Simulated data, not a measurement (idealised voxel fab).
The name of this process module is voxel self aligned contacts.
Cross-section cut: width 235 nm, square cells of 5 nm.
How to read a cross-section here: the picture is a grid of square cells, written as bands going from the top down, and any band can span one or more rows of cells.
A band entry consists of two parts. The first gives the height of the band's top and the height of its bottom, in nm. The rest lists the band's materials from left to right, each with its width in nm. A single material labelled with the word "all across" fills the band from edge to edge, and the word "blank" marks empty space.
Heights from 0 (as-received wafer is one material below). Bottom band endless downward, as "0 and below".
A width such as "30 to 40" changes by the same amount from each row of cells to the next, from the band's top row to its bottom row.
"no change" after a step means that no cell of the cross-section changed.
This entry, "Enclosed void inventory", enumerates those empty regions of no fewer than 8 cells that possess no open connection to the top. Each region is reported in the form width x height at distance, the distance being taken from the left edge, with all three quantities expressed in nm.
What comes after the settings on a step's line is commentary from the simulator itself on that step.
"overlay nm" denotes, for a step that has a mask, the displacement of the mask to the right of its planned place, with negative values corresponding to the left.

Steps planned for the process
1) op RECEIVE | material Si
2) op OXIDIZE | depth nm 5
3) op DIRECTIONAL_DEP | material polySi | thk nm 25
4) op DIRECTIONAL_DEP | material SiN | thk nm 15
5) op PATTERN | tone cover | mask id GATE | material resist | width nm 25 | pitch nm 50 | thk nm 20 | overlay nm 0
6) op DIRECTIONAL_ETCH | etch materials SiN | depth nm 15
7) op DIRECTIONAL_ETCH | etch materials polySi | depth nm 25
8) op STRIP | etch materials resist
9) op CONFORMAL_DEP | material SiN | thk nm 5
10) op DIRECTIONAL_ETCH | etch materials SiN | depth nm 5
11) op FILL_DEP | material SiO2 | thk nm 20
12) op CMP | height nm 50
13) op DIRECTIONAL_DEP | material aC | thk nm 10
14) op PATTERN | tone open | mask id CONTACT | material resist | width nm 35 | pitch nm 50 | thk nm 30 | overlay nm 0
15) op DIRECTIONAL_ETCH | etch materials aC | depth nm 10
16) op STRIP | etch materials resist
17) op DIRECTIONAL_ETCH | etch materials SiO2 | depth nm 55
18) op STRIP | etch materials aC
19) op CONFORMAL_DEP | material TiN | thk nm 5
20) op FILL_DEP | material Ru | thk nm 10
21) op CMP | height nm 50
22) op CONFORMAL_DEP | material SiCN | thk nm 5
The value of depth nm given for step 2 in the plan refers to the first wafer; the wafers vary in this setting and are alike at the start.

Received wafers, first of several: cross-section after step 1
0 and below = Si all across
Enclosed void inventory: none

Module end state after final step 22: cross-section of the first of several wafers
55 down to 50 = SiCN all across
50 down to 40 = 75 of SiO2 | 5 to 15 of TiN | 25 to 5 of Ru | 5 to 15 of TiN | 15 of SiO2 | 5 to 15 of TiN | 25 to 5 of Ru | 5 to 15 of TiN | 75 of SiO2
40 down to 25 = 50 of SiO2 | 35 of SiN | 5 of TiN | 5 of Ru | 5 of TiN | 35 of SiN | 5 of TiN | 5 of Ru | 5 of TiN | 35 of SiN | 50 of SiO2
25 down to 0 = 50 of SiO2 | 5 of SiN | 25 of polySi | 5 of SiN | 5 of TiN | 5 of Ru | 5 of TiN | 5 of SiN | 25 of polySi | 5 of SiN | 5 of TiN | 5 of Ru | 5 of TiN | 5 of SiN | 25 of polySi | 5 of SiN | 50 of SiO2
0 down to -5 = 85 of SiO2 | 15 of TiN | 35 of SiO2 | 15 of TiN | 85 of SiO2
-5 and below = Si all across
Enclosed void inventory: none

Final wafer cross-section at module end
55 down to 50 = SiCN all across
50 down to 40 = 75 of SiO2 | 5 to 15 of TiN | 25 to 5 of Ru | 5 to 15 of TiN | 15 of SiO2 | 5 to 15 of TiN | 25 to 5 of Ru | 5 to 15 of TiN | 75 of SiO2
40 down to 25 = 50 of SiO2 | 35 of SiN | 5 of TiN | 5 of Ru | 5 of TiN | 35 of SiN | 5 of TiN | 5 of Ru | 5 of TiN | 35 of SiN | 50 of SiO2
25 down to 0 = 50 of SiO2 | 5 of SiN | 25 of polySi | 5 of SiN | 5 of TiN | 5 of Ru | 5 of TiN | 5 of SiN | 25 of polySi | 5 of SiN | 5 of TiN | 5 of Ru | 5 of TiN | 5 of SiN | 25 of polySi | 5 of SiN | 50 of SiO2
0 down to -5 = 85 of SiO2 | 15 of TiN | 35 of SiO2 | 15 of TiN | 85 of SiO2
-5 down to -20 = SiO2 all across
-20 and below = Si all across
Enclosed void inventory: none

Where each wafer stands at the end of the module, a row apiece: cells of each material gained (+) or lost (-) since it was received, then closed voids
depth nm 5, +28 Ru, -47 Si, +47 SiCN, +93 SiN, +267 SiO2, +54 TiN, +75 polySi, Enclosed void inventory: none
depth nm 10, +28 Ru, -94 Si, +47 SiCN, +93 SiN, +314 SiO2, +54 TiN, +75 polySi, Enclosed void inventory: none
depth nm 15, +28 Ru, -141 Si, +47 SiCN, +93 SiN, +361 SiO2, +54 TiN, +75 polySi, Enclosed void inventory: none
depth nm 20, +28 Ru, -188 Si, +47 SiCN, +93 SiN, +408 SiO2, +54 TiN, +75 polySi, Enclosed void inventory: none
